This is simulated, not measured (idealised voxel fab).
The name of this process module is voxel local oxidation.
Pictured: cross-section cut, 270 nm wide, on a grid of 5 nm square cells.
Cross-section spec: square-cell grid; bands listed top down; each band is one or more rows. Top height, bottom height, nm. Materials left to right, width each, nm. Single material + "edge to edge" = fills band edge to edge. "empty" = empty. We count height from 0. Below that, the starting wafer is all one material. The lowest band never ends at the bottom but goes on down; see "0 -> down" for how that is written. Width "30 to 40": first value at the band's top row of cells, second value at its bottom row, equal change from row to row. "nothing changed" means the step left every cell of the cross-section as it was. What "Voids, sealed" gives you is every empty space of 8 cells or more that is cut off from the top. Each appears as width x height at distance, with the distance taken from the left edge and width, height and distance all in nm. Past the settings on a step's line: simulator remark, on that step. The line of a step may include "overlay nm". On a step with a mask, this value is how far to the right of its planned place the mask lay. A negative value means the mask lay to the left.
Planned step list for the process
1 RECEIVE (material Si)
2 OXIDIZE (depth nm 5)
3 CONFORMAL_DEP (material SiN; thk nm 10)
4 MASKED_ETCH (tone cover; mask id ACTIVE; width nm 100; etch materials SiN; depth nm 10; overlay nm 0)
5 SELECTIVE_ETCH (etch materials SiO2; depth nm 5)
6 OXIDIZE (depth nm 15)
7 STRIP (etch materials SiN)
Here's what the wafer looked like in cross-section when it arrived - that's after step 1
    0 -> down | Si edge to edge
    Voids, sealed: none
Sectioned view, first of two wafers, at the close of the module, processed as intended in the plan
    0 -> -5 | empty: 90 / SiO2: 90 / empty: 90
    -5 -> -20 | SiO2: 105 / Si: 60 / SiO2: 105
    -20 -> down | Si edge to edge
    Voids, sealed: none
Second wafer cross-section at end of module - shared start and plan with the first, one mistake in the run
    0 -> -5 | empty: 85 / SiO2: 100 / empty: 85
    -5 -> -20 | SiO2: 100 / Si: 70 / SiO2: 100
    -20 -> down | Si edge to edge
    Voids, sealed: none
The plan and the run diverged here: step 4 was processed under conditions differing from the plan, specifically as MASKED_ETCH (tone cover; mask id ACTIVE; width nm 110; etch materials SiN; depth nm 10; overlay nm 0)
Final difference in cells, second wafer against first, listed per material as more or fewer: 6 more of Si; 4 fewer of SiO2
